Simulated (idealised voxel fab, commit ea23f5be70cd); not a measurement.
You're looking at the process module voxel self aligned contacts.
Cross-sectional view cut (width: 220 nm; square cell size: 5 nm).
We lay out every cross-section as a grid of square cells and spell it out in bands from the top down, where one band means one or more rows of cells. Band entry format. Leading values: height of top, height of bottom, nm. Remainder: materials in left-to-right order, each with its width in nm. Special words: "all across" on a single material, which then fills the band edge to edge; "air", empty space. Heads up on the height convention: 0 is the point under which the incoming wafer is all one material, and the lowest band has no bottom, it just keeps going down, like "0 -> down". Think of "30..40" as a width that walks from the first number to the second as you go down the band, top row to bottom row, taking equal-sized steps from row to row. "no modification" after a step means that no cell of the cross-section changed. Completely enclosed voids: empty space of 8 cells or more with no open way to the top, each as width x height at its distance from the left edge, in nm. On each step's line, the part that comes after the settings is the simulator's own comment on the step. The line of a step may include "overlay nm". On a step with a mask, this value is how far to the right of its planned place the mask lay. A negative value means the mask lay to the left.

Intended process steps:
step 1: RECEIVE: material Si
step 2: OXIDIZE: depth nm 5
step 3: DIRECTIONAL_DEP: material polySi, thk nm 20
step 4: DIRECTIONAL_DEP: material SiN, thk nm 15
step 5: PATTERN: tone cover, mask id GATE, material resist, width nm 25, pitch nm 50, thk nm 15, overlay nm -15
step 6: DIRECTIONAL_ETCH: etch materials SiN, depth nm 15
step 7: DIRECTIONAL_ETCH: etch materials polySi, depth nm 20
step 8: STRIP: etch materials resist
step 9: CONFORMAL_DEP: material SiN, thk nm 5
step 10: DIRECTIONAL_ETCH: etch materials SiN, depth nm 5
step 11: FILL_DEP: material SiO2, thk nm 10
step 12: CMP: height nm 40
step 13: PATTERN: tone open, mask id CONTACT, material resist, width nm 35, pitch nm 50, thk nm 15, overlay nm 0
step 14: DIRECTIONAL_ETCH: etch materials SiO2, depth nm 45
step 15: STRIP: etch materials resist
step 16: CONFORMAL_DEP: material TiN, thk nm 5
step 17: FILL_DEP: material Ru, thk nm 10
step 18: CMP: height nm 40
step 19: CONFORMAL_DEP: material SiCN, thk nm 5
The wafers in this document start out alike and differ in the overlay nm applied at step 5; the plan shows the value used for the first wafer.

Cut through the first of several wafers as received, post step 1:
* 0 -> down = Si all across
* Completely enclosed voids: none

Here is the cross-section of the first of several wafers at the end of the module, after its last step, step 19:
* 45 -> 40 = SiCN all across
* 40 -> 35 = 65 of SiO2, 35 of TiN, 15 of SiO2, 35 of TiN, 70 of SiO2
* 35 -> 20 = 25 of SiO2, 35 of SiN, 5 of SiO2, 10 of TiN, 35 of SiN, 5 of SiO2, 10 of TiN, 35 of SiN, 60 of SiO2
* 20 -> 0 = 25 of SiO2, 5 of SiN, 25 of polySi, 5 of SiN, 5 of SiO2, 10 of TiN, 5 of SiN, 25 of polySi, 5 of SiN, 5 of SiO2, 10 of TiN, 5 of SiN, 25 of polySi, 5 of SiN, 60 of SiO2
* 0 -> -5 = 65 of SiO2, 10 of TiN, 40 of SiO2, 10 of TiN, 95 of SiO2
* -5 -> down = Si all across
* Completely enclosed voids: none

Sectional view of the last wafer upon completion of the module:
* 45 -> 40 = SiCN all across
* 40 -> 35 = 65 of SiO2, 35 of TiN, 15 of SiO2, 35 of TiN, 70 of SiO2
* 35 -> 20 = 55 of SiO2, 35 of SiN, 10 of TiN, 5 of SiO2, 35 of SiN, 10 of TiN, 5 of SiO2, 35 of SiN, 30 of SiO2
* 20 -> 0 = 55 of SiO2, 5 of SiN, 25 of polySi, 5 of SiN, 10 of TiN, 5 of SiO2, 5 of SiN, 25 of polySi, 5 of SiN, 10 of TiN, 5 of SiO2, 5 of SiN, 25 of polySi, 5 of SiN, 30 of SiO2
* 0 -> -5 = 90 of SiO2, 10 of TiN, 40 of SiO2, 10 of TiN, 70 of SiO2
* -5 -> down = Si all across
* Completely enclosed voids: none

Per wafer (row), end of module: delta in cells per material since receipt, (+) for gained, (-) for lost; closed voids after that:
overlay nm -15; -44 Si; +44 SiCN; +87 SiN; +203 SiO2; +46 TiN; +60 polySi; Completely enclosed voids: none
overlay nm -10; +16 Ru; -44 Si; +44 SiCN; +87 SiN; +187 SiO2; +46 TiN; +60 polySi; Completely enclosed voids: none
overlay nm -5; +16 Ru; -44 Si; +44 SiCN; +87 SiN; +187 SiO2; +46 TiN; +60 polySi; Completely enclosed voids: none
overlay nm 0; +16 Ru; -44 Si; +44 SiCN; +87 SiN; +187 SiO2; +46 TiN; +60 polySi; Completely enclosed voids: none
overlay nm 5; +16 Ru; -44 Si; +44 SiCN; +87 SiN; +187 SiO2; +46 TiN; +60 polySi; Completely enclosed voids: none
overlay nm 10; +16 Ru; -44 Si; +44 SiCN; +87 SiN; +187 SiO2; +46 TiN; +60 polySi; Completely enclosed voids: none
overlay nm 15; -44 Si; +44 SiCN; +87 SiN; +203 SiO2; +46 TiN; +60 polySi; Completely enclosed voids: none
